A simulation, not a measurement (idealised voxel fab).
voxel wiring stack: a process module
Section cut is 265 nm wide and gridded with 5 nm square cells.
Heads up, the way a cross-section reads in here is a grid of square cells, handed over as bands from the top down, with every band being one or more rows of cells.
Basically the band line says how high the top is and how high the bottom is, in nm, and then what's in it from left to right, every material with its width in nm. Empty space shows up as "air", and if a single material carries "edge to edge" it runs the full band edge to edge.
Where do heights start? At 0: under that level the wafer as delivered is made of one material only. And the lowest band has no floor; it just carries on downward, as in "top 0, no bottom".
The expression "30->40" gives the width at the extremes of the band, the first number at its top row of cells and the second at its bottom row, with the width changing by equal amounts from each row to the next in between.
You'll sometimes find "nothing was modified" written for a step, and that's the way of saying that nowhere in the cross-section did a cell change during that step.
Voids not open to the top, 8 cells minimum: see "Sealed void inventory". Written width x height at distance; distance is from the left edge; nm.
That trailing text on a step's line, after the settings, is the simulator's own remark on the step.
Each step line may optionally specify "overlay nm", which for a step with a mask gives the rightward distance between the mask's planned place and where it lay, a negative value indicating the leftward direction.

Below is the list of planned process steps:
step 1: RECEIVE [material Si]
step 2: CONFORMAL_DEP [material SiO2] [thk nm 10]
step 3: CONFORMAL_DEP [material SiN] [thk nm 5]
step 4: DIRECTIONAL_DEP [material lowk] [thk nm 15]
step 5: PATTERN [tone open] [mask id METAL_1] [material resist] [width nm 30] [pitch nm 60] [thk nm 20] [overlay nm 0]
step 6: DIRECTIONAL_ETCH [etch materials lowk] [depth nm 15]
step 7: DIRECTIONAL_ETCH [etch materials SiN] [depth nm 5]
step 8: STRIP [etch materials resist]
step 9: CONFORMAL_DEP [material TiN] [thk nm 5]
step 10: FILL_DEP [material Cu] [thk nm 10]
step 11: CMP [height nm 30]
step 12: CONFORMAL_DEP [material SiCN] [thk nm 5]
step 13: DIRECTIONAL_DEP [material lowk] [thk nm 25]
step 14: DIRECTIONAL_DEP [material aC] [thk nm 10]
step 15: PATTERN [tone open] [mask id METAL_2] [material resist] [width nm 30] [pitch nm 60] [thk nm 30] [overlay nm 0]
step 16: DIRECTIONAL_ETCH [etch materials aC] [depth nm 5]
step 17: STRIP [etch materials resist]
step 18: DIRECTIONAL_ETCH [etch materials lowk] [depth nm 15]
step 19: STRIP [etch materials aC]
step 20: DIRECTIONAL_DEP [material aC] [thk nm 10]
step 21: PATTERN [tone open] [mask id METAL_2_HOLES] [material resist] [width nm 15] [thk nm 30] [overlay nm 0]
step 22: DIRECTIONAL_ETCH [etch materials aC] [depth nm 10]
step 23: STRIP [etch materials resist]
step 24: DIRECTIONAL_ETCH [etch materials lowk] [depth nm 10]
step 25: DIRECTIONAL_ETCH [etch materials SiCN] [depth nm 5]
step 26: STRIP [etch materials aC]
step 27: CONFORMAL_DEP [material TiN] [thk nm 5]
step 28: FILL_DEP [material Cu] [thk nm 5]
step 29: CMP [height nm 60]
step 30: CONFORMAL_DEP [material SiN] [thk nm 5]
The wafers are alike at the start. At step 16, their depth nm differs. The plan lists the first wafer's value.

The first of several wafers, as received after step 1, seen in section:
    top 0, no bottom | Si edge to edge
    Sealed void inventory: none

Module end state after final step 30: cross-section of the first of several wafers:
    top 65, bottom 60 | SiN edge to edge
    top 60, bottom 55 | 85 lowk | 5 TiN | 5 Cu | 5 TiN | 165 lowk
    top 55, bottom 50 | 85 lowk | 15 TiN | 165 lowk
    top 50, bottom 35 | lowk edge to edge
    top 35, bottom 30 | SiCN edge to edge
    top 30, bottom 15 | 85 lowk | 5 TiN | 20 Cu | 5 TiN | 30 lowk | 5 TiN | 20 Cu | 5 TiN | 90 lowk
    top 15, bottom 10 | 85 SiN | 30 TiN | 30 SiN | 30 TiN | 90 SiN
    top 10, bottom 0 | SiO2 edge to edge
    top 0, no bottom | Si edge to edge
    Sealed void inventory: none

Here we cross-sectioned the last of the wafers once the module was done:
    top 65, bottom 60 | SiN edge to edge
    top 60, bottom 50 | 85 lowk | 5 TiN | 20 Cu | 5 TiN | 30 lowk | 5 TiN | 20 Cu | 5 TiN | 90 lowk
    top 50, bottom 45 | 85 lowk | 5 TiN | 5 Cu | 20 TiN | 30 lowk | 30 TiN | 90 lowk
    top 45, bottom 35 | 85 lowk | 5 TiN | 5 Cu | 5 TiN | 165 lowk
    top 35, bottom 30 | 85 SiCN | 15 TiN | 165 SiCN
    top 30, bottom 15 | 85 lowk | 5 TiN | 20 Cu | 5 TiN | 30 lowk | 5 TiN | 20 Cu | 5 TiN | 90 lowk
    top 15, bottom 10 | 85 SiN | 30 TiN | 30 SiN | 30 TiN | 90 SiN
    top 10, bottom 0 | SiO2 edge to edge
    top 0, no bottom | Si edge to edge
    Sealed void inventory: none

Quick key for the table: a row per wafer, taken at the end of the module. For each material it tells you how many cells the wafer gained (+) or lost (-) since it came in, and the closed voids come after:
depth nm 5; +25 Cu; +53 SiCN; +94 SiN; +106 SiO2; +29 TiN; +382 lowk; Sealed void inventory: none
depth nm 10; +43 Cu; +50 SiCN; +94 SiN; +106 SiO2; +50 TiN; +346 lowk; Sealed void inventory: none
depth nm 15; +43 Cu; +50 SiCN; +94 SiN; +106 SiO2; +50 TiN; +346 lowk; Sealed void inventory: none
depth nm 20; +43 Cu; +50 SiCN; +94 SiN; +106 SiO2; +50 TiN; +346 lowk; Sealed void inventory: none
depth nm 25; +43 Cu; +50 SiCN; +94 SiN; +106 SiO2; +50 TiN; +346 lowk; Sealed void inventory: none
